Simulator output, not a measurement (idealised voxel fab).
Name of the process module below: voxel wiring stack
Cross-section cut spans 215 nm and uses square cells 5 nm in size.
Heads up, the way a cross-section reads in here is a grid of square cells, handed over as bands from the top down, with every band being one or more rows of cells. Heights first: top, then bottom, in nm. Then materials, left to right, each with a width in nm. "all across" on a single material: fills the band edge to edge. "empty": empty space. Measure heights from 0. That's the level where, below it, the as-received wafer is all one material. The lowest band is bottomless and extends downward; write it as in "0 -> down". Quick explanation for "30..40": the width changes in equal steps down the rows of cells, from the first number in the band's top row to the second number in its bottom row. "no modifications" for a step: no cell of the cross-section changed in that step. For the entry "Trapped cavities", the listed items are empty spaces with no open way to the top whose size is 8 cells or more; each item follows the pattern width x height at distance, where distance is from the left edge and all three are in nm. Read whatever lies past the settings on a step's line as the simulator's own remark about the step. overlay nm: on a step with a mask, how far right of its planned place the mask lay; negative means left.

PLANNED PROCESS STEPS
1: RECEIVE,material Si
2: CONFORMAL_DEP,material SiO2,thk nm 15
3: CONFORMAL_DEP,material SiN,thk nm 5
4: DIRECTIONAL_DEP,material lowk,thk nm 15
5: MASKED_ETCH,tone open,mask id METAL_1,width nm 25,pitch nm 45,etch materials lowk,depth nm 15,overlay nm 0
6: MASKED_ETCH,tone open,mask id METAL_1,width nm 25,pitch nm 45,etch materials SiN,depth nm 5,overlay nm 0
7: CONFORMAL_DEP,material TiN,thk nm 5
8: FILL_DEP,material Cu,thk nm 5
9: CMP,height nm 35
10: CONFORMAL_DEP,material SiCN,thk nm 5
11: DIRECTIONAL_DEP,material SiO2,thk nm 25
12: DIRECTIONAL_DEP,material aC,thk nm 10
13: PATTERN,tone open,mask id METAL_2_HOLES,material resist,width nm 15,pitch nm 45,thk nm 25,overlay nm 0
14: DIRECTIONAL_ETCH,etch materials aC,depth nm 10
15: STRIP,etch materials resist
16: DIRECTIONAL_ETCH,etch materials SiO2,depth nm 25
17: STRIP,etch materials aC
18: MASKED_ETCH,tone open,mask id METAL_2,width nm 25,pitch nm 45,etch materials SiO2,depth nm 15,overlay nm 0
19: MASKED_ETCH,tone open,mask id METAL_2,width nm 25,pitch nm 45,etch materials SiCN,depth nm 5,overlay nm 0
20: CONFORMAL_DEP,material TiN,thk nm 5
21: FILL_DEP,material Ru,thk nm 10
22: CMP,height nm 65
23: CONFORMAL_DEP,material SiCN,thk nm 5
24: DIRECTIONAL_DEP,material SiO2,thk nm 15
25: MASKED_ETCH,tone open,mask id PLUG_2,width nm 15,etch materials SiO2,depth nm 15,overlay nm 0
26: MASKED_ETCH,tone open,mask id PLUG_2,width nm 15,etch materials SiCN,depth nm 5,overlay nm 0
27: EPI,material Ru,thk nm 10
28: EPI,material Ru,thk nm 10
29: DIRECTIONAL_DEP,material TiN,thk nm 5
30: DIRECTIONAL_DEP,material Ru,thk nm 20
31: DIRECTIONAL_DEP,material aC,thk nm 10
32: PATTERN,tone cover,mask id METAL_3,material resist,width nm 25,pitch nm 45,thk nm 25,overlay nm 0
33: DIRECTIONAL_ETCH,etch materials aC,depth nm 10
34: STRIP,etch materials resist
35: DIRECTIONAL_ETCH,etch materials Ru,depth nm 20
36: DIRECTIONAL_ETCH,etch materials TiN,depth nm 5
37: STRIP,etch materials aC
38: FILL_DEP,material SiO2,thk nm 5
39: CMP,height nm 110
40: CONFORMAL_DEP,material SiCN,thk nm 5
41: DIRECTIONAL_DEP,material lowk,thk nm 25
42: MASKED_ETCH,tone open,mask id METAL_4,width nm 25,pitch nm 45,etch materials lowk,depth nm 15,overlay nm 0
43: DIRECTIONAL_DEP,material aC,thk nm 15
44: PATTERN,tone open,mask id METAL_4_HOLES,material resist,width nm 15,thk nm 35,overlay nm 0
45: DIRECTIONAL_ETCH,etch materials aC,depth nm 15
46: STRIP,etch materials resist
47: DIRECTIONAL_ETCH,etch materials lowk,depth nm 10
48: DIRECTIONAL_ETCH,etch materials SiCN,depth nm 5
49: STRIP,etch materials aC
50: CONFORMAL_DEP,material TiN,thk nm 5
51: FILL_DEP,material Cu,thk nm 10
52: CMP,height nm 140
53: CONFORMAL_DEP,material SiCN,thk nm 5

DELIVERED WAFER IN CROSS-SECTION: STATE AFTER STEP 1
    0 -> down  Si all across
    Trapped cavities: none

POST-MODULE CROSS-SECTION OF THE FIRST OF TWO WAFERS (RUN PER PLAN)
    145 -> 140  SiCN all across
    140 -> 130  lowk 70 nm, then TiN 5 nm, then Cu 15 nm, then TiN 5 nm, then lowk 20 nm, then TiN 5 nm, then Cu 15 nm, then TiN 5 nm, then lowk 75 nm
    130 -> 125  lowk 70 nm, then TiN 5 nm, then Cu 5 nm, then TiN 15 nm, then lowk 20 nm, then TiN 25 nm, then lowk 75 nm
    125 -> 115  lowk 70 nm, then TiN 5 nm, then Cu 5 nm, then TiN 5 nm, then lowk 130 nm
    115 -> 110  SiCN 70 nm, then TiN 15 nm, then SiCN 130 nm
    110 -> 90  SiO2 70 nm, then Ru 25 nm, then SiO2 20 nm, then Ru 25 nm, then SiO2 75 nm
    90 -> 85  SiO2 70 nm, then TiN 25 nm, then SiO2 20 nm, then TiN 25 nm, then SiO2 75 nm
    85 -> 70  SiO2 70 nm, then Ru 15 nm, then SiO2 130 nm
    70 -> 65  SiCN 70 nm, then Ru 15 nm, then SiCN 130 nm
    65 -> 55  SiO2 70 nm, then TiN 5 nm, then Ru 15 nm, then TiN 5 nm, then SiO2 20 nm, then TiN 5 nm, then Ru 15 nm, then TiN 5 nm, then SiO2 75 nm
    55 -> 50  SiO2 70 nm, then TiN 5 nm, then Ru 5 nm, then TiN 15 nm, then SiO2 20 nm, then TiN 5 nm, then Ru 5 nm, then TiN 15 nm, then SiO2 75 nm
    50 -> 40  SiO2 70 nm, then TiN 5 nm, then Ru 5 nm, then TiN 5 nm, then SiO2 30 nm, then TiN 5 nm, then Ru 5 nm, then TiN 5 nm, then SiO2 85 nm
    40 -> 35  SiCN 70 nm, then TiN 15 nm, then SiCN 30 nm, then TiN 15 nm, then SiCN 85 nm
    35 -> 20  lowk 70 nm, then TiN 5 nm, then Cu 15 nm, then TiN 5 nm, then lowk 20 nm, then TiN 5 nm, then Cu 15 nm, then TiN 5 nm, then lowk 75 nm
    20 -> 15  SiN 70 nm, then TiN 25 nm, then SiN 20 nm, then TiN 25 nm, then SiN 75 nm
    15 -> 0  SiO2 all across
    0 -> down  Si all across
    Trapped cavities: none

MODULE END: CROSS-SECTION OF WAFER TWO OF TWO. SAME START AND PROCESS PLAN AS THE FIRST WAFER. ONE MISTAKE DURING EXECUTION
    145 -> 140  SiCN all across
    140 -> 130  lowk 70 nm, then TiN 5 nm, then Cu 15 nm, then TiN 5 nm, then lowk 20 nm, then TiN 5 nm, then Cu 15 nm, then TiN 5 nm, then lowk 75 nm
    130 -> 125  lowk 70 nm, then TiN 5 nm, then Cu 5 nm, then TiN 15 nm, then lowk 20 nm, then TiN 25 nm, then lowk 75 nm
    125 -> 115  lowk 70 nm, then TiN 5 nm, then Cu 5 nm, then TiN 5 nm, then lowk 130 nm
    115 -> 110  SiCN 70 nm, then TiN 15 nm, then SiCN 130 nm
    110 -> 90  SiO2 70 nm, then Ru 25 nm, then SiO2 20 nm, then Ru 25 nm, then SiO2 75 nm
    90 -> 85  SiO2 70 nm, then TiN 25 nm, then SiO2 20 nm, then TiN 25 nm, then SiO2 75 nm
    85 -> 70  SiO2 70 nm, then Ru 15 nm, then SiO2 130 nm
    70 -> 65  SiCN 70 nm, then Ru 15 nm, then SiCN 130 nm
    65 -> 55  SiO2 70 nm, then TiN 5 nm, then Ru 15 nm, then TiN 5 nm, then SiO2 20 nm, then TiN 5 nm, then Ru 15 nm, then TiN 5 nm, then SiO2 75 nm
    55 -> 50  SiO2 70 nm, then TiN 5 nm, then Ru 5 nm, then TiN 15 nm, then SiO2 20 nm, then TiN 5 nm, then Ru 5 nm, then TiN 15 nm, then SiO2 75 nm
    50 -> 40  SiO2 70 nm, then TiN 5 nm, then Ru 5 nm, then TiN 5 nm, then SiO2 30 nm, then TiN 5 nm, then Ru 5 nm, then TiN 5 nm, then SiO2 85 nm
    40 -> 35  SiCN 70 nm, then TiN 15 nm, then SiCN 30 nm, then TiN 15 nm, then SiCN 85 nm
    35 -> 25  lowk 70 nm, then TiN 5 nm, then Cu 15 nm, then TiN 5 nm, then lowk 20 nm, then TiN 5 nm, then Cu 15 nm, then TiN 5 nm, then lowk 75 nm
    25 -> 20  lowk 70 nm, then TiN 25 nm, then lowk 20 nm, then TiN 25 nm, then lowk 75 nm
    20 -> 5  SiO2 all across
    5 -> 0  SiN all across
    0 -> down  Si all across
    Trapped cavities: none
It is concluded that the wafer was processed incorrectly with respect to the plan, in that order of steps 2 and 3 inverted relative to the plan
Looking at both finished wafers in cells, the second ends up ahead of or behind the first on some materials: Cu: 6 fewer, SiN: 10 more, TiN: 4 fewer
